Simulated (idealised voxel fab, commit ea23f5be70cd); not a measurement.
process module | voxel trench capacitor
cross-section cut | 145 nm wide | cells 5 nm
A cross-section is a grid of square cells, given in bands from the top down. A band is one or more rows of cells.
Each band's line starts with the height of the band's top and of its bottom, in nm. Then come its materials from left to right, each with its width in nm. One material with "throughout" fills the band from edge to edge. "air" is empty space.
Height 0 is the level under which the wafer as received is all one material. The lowest band goes on downwards, as in "0 down".
A width such as "30 to 40" changes by the same amount from each row of cells to the next, from the band's top row to its bottom row.
"no change" after a step means that no cell of the cross-section changed.
closed voids: empty space of 8 cells or more with no open way to the top, each as width x height at its distance from the left edge, in nm
after a step's settings: what the simulator itself notes on the step
overlay nm, on a step with a mask: how far to the right of its planned place the mask lay; to the left if negative
plan
1 op RECEIVE | material Si
2 op CONFORMAL_DEP | material SiN | thk nm 10
3 op MASKED_ETCH | tone open | mask id TRENCH | width nm 30 | pitch nm 45 | etch materials SiN | depth nm 10 | overlay nm 0
4 op MASKED_ETCH | tone open | mask id TRENCH | width nm 30 | pitch nm 45 | etch materials Si | depth nm 25 | overlay nm 0
5 op CONFORMAL_DEP | material Al2O3 | thk nm 5
6 op CONFORMAL_DEP | material TiN | thk nm 5
7 op FILL_DEP | material W | thk nm 10
8 op CMP | height nm 10
varied across the wafers: thk nm of step 5. The plan shows the first wafer's value. All wafers start alike
first wafer as received, after step 1
  0 down: Si throughout
  closed voids: none
first wafer at the end, after step 8
  10 to 0: SiN 35 | Al2O3 5 | TiN 5 | W 10 | TiN 5 | Al2O3 5 | SiN 15 | Al2O3 5 | TiN 5 | W 10 | TiN 5 | Al2O3 5 | SiN 35
  0 to -15: Si 35 | Al2O3 5 | TiN 5 | W 10 | TiN 5 | Al2O3 5 | Si 15 | Al2O3 5 | TiN 5 | W 10 | TiN 5 | Al2O3 5 | Si 35
  -15 to -20: Si 35 | Al2O3 5 | TiN 20 | Al2O3 5 | Si 15 | Al2O3 5 | TiN 20 | Al2O3 5 | Si 35
  -20 to -25: Si 35 | Al2O3 30 | Si 15 | Al2O3 30 | Si 35
  -25 down: Si throughout
  closed voids: none
last wafer at the end
  10 to 0: SiN 35 | Al2O3 30 | SiN 15 | Al2O3 30 | SiN 35
  0 to -25: Si 35 | Al2O3 30 | Si 15 | Al2O3 30 | Si 35
  -25 down: Si throughout
  closed voids: none
each wafer at the end: cells of each material gained (+) or lost (-) since it was received, then its closed voids
thk nm 5 | +36 Al2O3 | -60 Si | +34 SiN | +28 TiN | +20 W | closed voids: none
thk nm 10 | +64 Al2O3 | -60 Si | +34 SiN | +20 TiN | closed voids: none
thk nm 15 | +84 Al2O3 | -60 Si | +34 SiN | closed voids: none
thk nm 20 | +84 Al2O3 | -60 Si | +34 SiN | closed voids: none
